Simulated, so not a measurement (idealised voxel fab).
Presented below is a process module, voxel transistor to metal.
Square cell edge 5 nm, section width 150 nm, ID cut.
We lay out every cross-section as a grid of square cells and spell it out in bands from the top down, where one band means one or more rows of cells. This entry defines a band. It first specifies the height of the band's top and the height of its bottom in nm, and then specifies the band's materials from left to right, stating each material with its width in nm. The word "all across" identifies a single material that fills the band from edge to edge, while the word "air" identifies empty space. The reference from which all heights are counted is 0, the level beneath which the as-received wafer is entirely one material; the lowest band, having no lower bound, proceeds downward and is written after the example "z 0 and below". Width: "30 to 40" (first number = top row, second number = bottom row, same change from row to row of cells). "no change occurred" (step): cross-section cells unchanged, all of them. "Encapsulated voids": empty spaces of 8 cells or more with no open way to the top, each given as width x height at distance, distance from the left edge, all in nm. Where a step's line continues beyond its settings, the continuation is a remark by the simulator itself on that step. "overlay nm" on a masked step: distance the mask lay right of its planned place, negative for left.

Planned process steps
1 RECEIVE (material Si)
2 OXIDIZE (depth nm 5)
3 CONFORMAL_DEP (material SiN; thk nm 15)
4 PATTERN (tone cover; mask id ACTIVE; material resist; width nm 115; thk nm 15; overlay nm 0)
5 DIRECTIONAL_ETCH (etch materials SiN; depth nm 15)
6 DIRECTIONAL_ETCH (etch materials SiO2; depth nm 5)
7 DIRECTIONAL_ETCH (etch materials Si; depth nm 35)
8 STRIP (etch materials resist)
9 FILL_DEP (material SiO2; thk nm 15)
10 CMP (height nm 15)
11 SELECTIVE_ETCH (etch materials SiO2; depth nm 5)
12 STRIP (etch materials SiN)
13 SELECTIVE_ETCH (etch materials SiO2; depth nm 5)
14 OXIDIZE (depth nm 5)
15 DIRECTIONAL_DEP (material polySi; thk nm 30)
16 DIRECTIONAL_DEP (material SiCN; thk nm 15)
17 DIRECTIONAL_DEP (material aC; thk nm 15)
18 PATTERN (tone cover; mask id GATE; material resist; width nm 35; thk nm 35; overlay nm 0)
19 DIRECTIONAL_ETCH (etch materials aC; depth nm 15)
20 STRIP (etch materials resist)
21 DIRECTIONAL_ETCH (etch materials SiCN; depth nm 25)
22 DIRECTIONAL_ETCH (etch materials polySi; depth nm 40)
23 STRIP (etch materials aC)
24 CONFORMAL_DEP (material SiO2; thk nm 5)
25 DIRECTIONAL_ETCH (etch materials SiO2; depth nm 5)
26 CONFORMAL_DEP (material SiN; thk nm 5)
27 DIRECTIONAL_ETCH (etch materials SiN; depth nm 5)
28 DIRECTIONAL_ETCH (etch materials SiO2; depth nm 5)
29 DIRECTIONAL_ETCH (etch materials Si; depth nm 5)
30 EPI (material nSi; thk nm 5)
31 FILL_DEP (material SiO2; thk nm 5)
32 CMP (height nm 25)
33 STRIP (etch materials polySi)
34 SELECTIVE_ETCH (etch materials SiO2; depth nm 5)
35 CONFORMAL_DEP (material HfO2; thk nm 5)
36 CONFORMAL_DEP (material TiN; thk nm 5)
37 FILL_DEP (material W; thk nm 5)
38 CMP (height nm 20)
39 DIRECTIONAL_DEP (material SiO2; thk nm 10)
40 MASKED_ETCH (tone open; mask id CONTACT; width nm 15; pitch nm 90; etch materials SiO2; depth nm 40; overlay nm 0)
41 CONFORMAL_DEP (material TiN; thk nm 5)
42 FILL_DEP (material W; thk nm 10)
43 CMP (height nm 30)
44 CONFORMAL_DEP (material SiCN; thk nm 5)
45 DIRECTIONAL_DEP (material lowk; thk nm 15)
46 PATTERN (tone open; mask id METAL_1; material resist; width nm 15; pitch nm 90; thk nm 15; overlay nm 0)
47 DIRECTIONAL_ETCH (etch materials lowk; depth nm 15)
48 DIRECTIONAL_ETCH (etch materials SiCN; depth nm 5)
49 STRIP (etch materials resist)
50 CONFORMAL_DEP (material TiN; thk nm 5)
51 FILL_DEP (material W; thk nm 5)
52 CMP (height nm 50)
53 EPI (material Ru; thk nm 5)
54 FILL_DEP (material SiCN; thk nm 5)
55 DIRECTIONAL_DEP (material SiO2; thk nm 30)
56 DIRECTIONAL_DEP (material aC; thk nm 15)
57 PATTERN (tone open; mask id METAL_2; material resist; width nm 15; pitch nm 90; thk nm 35; overlay nm 0)
58 DIRECTIONAL_ETCH (etch materials aC; depth nm 15)
59 STRIP (etch materials resist)
60 DIRECTIONAL_ETCH (etch materials SiO2; depth nm 15)
61 STRIP (etch materials aC)
62 MASKED_ETCH (tone open; mask id METAL_2_HOLES; width nm 15; pitch nm 90; etch materials SiO2; depth nm 15; overlay nm 0)
63 MASKED_ETCH (tone open; mask id METAL_2_HOLES; width nm 15; pitch nm 90; etch materials SiCN; depth nm 5; overlay nm 0)
64 CONFORMAL_DEP (material TiN; thk nm 5)
65 FILL_DEP (material Cu; thk nm 10)
66 CMP (height nm 90)
67 CONFORMAL_DEP (material SiCN; thk nm 5)

Wafer as received: cross-section following step 1
- z 0 and below  Si all across
- Encapsulated voids: none

Cross-sectional result after module completion. Note: starting condition and plan are unchanged from above; one processing mistake was made
- z 95 to 90  SiCN all across
- z 90 to 80  SiO2 (20) | TiN (5) | Cu (5) | TiN (5) | SiO2 (75) | TiN (5) | Cu (5) | TiN (5) | SiO2 (25)
- z 80 to 75  SiO2 (20) | TiN (15) | SiO2 (75) | TiN (15) | SiO2 (25)
- z 75 to 60  aC all across
- z 60 to 55  SiCN all across
- z 55 to 50  SiCN (15) | Ru (25) | SiCN (65) | Ru (25) | SiCN (20)
- z 50 to 35  lowk (20) | TiN (5) | W (5) | TiN (5) | lowk (75) | TiN (5) | W (5) | TiN (5) | lowk (25)
- z 35 to 30  SiCN (20) | TiN (15) | SiCN (75) | TiN (15) | SiCN (25)
- z 30 to 20  SiO2 (20) | TiN (5) | W (5) | TiN (5) | SiO2 (75) | TiN (5) | W (5) | TiN (5) | SiO2 (25)
- z 20 to 5  SiO2 (20) | TiN (5) | W (5) | TiN (5) | SiO2 (10) | SiN (5) | HfO2 (5) | TiN (5) | W (25) | TiN (5) | HfO2 (5) | SiN (5) | SiO2 (10) | TiN (5) | W (5) | TiN (5) | SiO2 (25)
- z 5 to 0  SiO2 (15) | SiN (5) | TiN (5) | W (5) | TiN (5) | SiO2 (10) | SiN (5) | HfO2 (5) | TiN (5) | W (25) | TiN (5) | HfO2 (5) | SiN (5) | SiO2 (10) | TiN (5) | W (5) | TiN (5) | SiN (5) | SiO2 (20)
- z 0 to -5  SiO2 (15) | SiN (5) | TiN (15) | SiO2 (10) | SiN (5) | HfO2 (5) | TiN (35) | HfO2 (5) | SiN (5) | SiO2 (10) | TiN (15) | SiN (5) | SiO2 (20)
- z -5 to -10  SiO2 (20) | nSi (5) | TiN (10) | SiO2 (5) | nSi (5) | SiO2 (5) | HfO2 (45) | SiO2 (5) | nSi (5) | SiO2 (5) | TiN (10) | nSi (5) | SiO2 (25)
- z -10 to -15  SiO2 (15) | Si (5) | nSi (25) | Si (55) | nSi (25) | Si (5) | SiO2 (20)
- z -15 to -40  SiO2 (15) | Si (115) | SiO2 (20)
- z -40 and below  Si all across
- Encapsulated voids: none
So what did we get wrong on this run? plan steps 55 and 56 run swapped
